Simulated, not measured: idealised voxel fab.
process module | voxel trench capacitor
cross-section cut | 200 nm wide | cells 5 nm
A cross-section is a grid of square cells, given in bands from the top down. A band is one or more rows of cells.
Each band's line starts with the height of the band's top and of its bottom, in nm. Then come its materials from left to right, each with its width in nm. One material with "throughout" fills the band from edge to edge. "air" is empty space.
Height 0 is the level under which the wafer as received is all one material. The lowest band goes on downwards, as in "0 down".
A width such as "30 to 40" changes by the same amount from each row of cells to the next, from the band's top row to its bottom row.
"no change" after a step means that no cell of the cross-section changed.
closed voids: empty space of 8 cells or more with no open way to the top, each as width x height at its distance from the left edge, in nm
after a step's settings: what the simulator itself notes on the step
overlay nm, on a step with a mask: how far to the right of its planned place the mask lay; to the left if negative
plan
1 op RECEIVE | material Si
2 op CONFORMAL_DEP | material SiN | thk nm 10
3 op DIRECTIONAL_DEP | material aC | thk nm 10
4 op PATTERN | tone open | mask id TRENCH | material resist | width nm 25 | pitch nm 45 | thk nm 30 | overlay nm 0
5 op DIRECTIONAL_ETCH | etch materials aC | depth nm 10
6 op STRIP | etch materials resist
7 op DIRECTIONAL_ETCH | etch materials SiN | depth nm 10
8 op DIRECTIONAL_ETCH | etch materials Si | depth nm 35
9 op STRIP | etch materials aC
10 op CONFORMAL_DEP | material SiO2 | thk nm 5
11 op FILL_DEP | material polySi | thk nm 10
12 op CMP | height nm 10
as received, after step 1
  0 down: Si throughout
  closed voids: none
first wafer at the end, as planned
  10 to 0: SiN 20 | SiO2 5 | polySi 15 | SiO2 5 | SiN 20 | SiO2 5 | polySi 15 | SiO2 5 | SiN 20 | SiO2 5 | polySi 15 | SiO2 5 | SiN 20 | SiO2 5 | polySi 15 | SiO2 5 | SiN 20
  0 to -30: Si 20 | SiO2 5 | polySi 15 | SiO2 5 | Si 20 | SiO2 5 | polySi 15 | SiO2 5 | Si 20 | SiO2 5 | polySi 15 | SiO2 5 | Si 20 | SiO2 5 | polySi 15 | SiO2 5 | Si 20
  -30 to -35: Si 20 | SiO2 25 | Si 20 | SiO2 25 | Si 20 | SiO2 25 | Si 20 | SiO2 25 | Si 20
  -35 down: Si throughout
  closed voids: none
second wafer at the end: like start, like plan, one mistake
  10 to 0: SiN 20 | SiO2 5 | polySi 15 | SiO2 5 | SiN 20 | SiO2 5 | polySi 15 | SiO2 5 | SiN 20 | SiO2 5 | polySi 15 | SiO2 5 | SiN 20 | SiO2 5 | polySi 15 | SiO2 5 | SiN 20
  0 to -65: Si 20 | SiO2 5 | polySi 15 | SiO2 5 | Si 20 | SiO2 5 | polySi 15 | SiO2 5 | Si 20 | SiO2 5 | polySi 15 | SiO2 5 | Si 20 | SiO2 5 | polySi 15 | SiO2 5 | Si 20
  -65 to -70: Si 20 | SiO2 25 | Si 20 | SiO2 25 | Si 20 | SiO2 25 | Si 20 | SiO2 25 | Si 20
  -70 down: Si throughout
  closed voids: none
what went wrong: step 8 was run twice
at the end the second wafer has, in cells: 140 fewer of Si | 56 more of SiO2 | 84 more of polySi
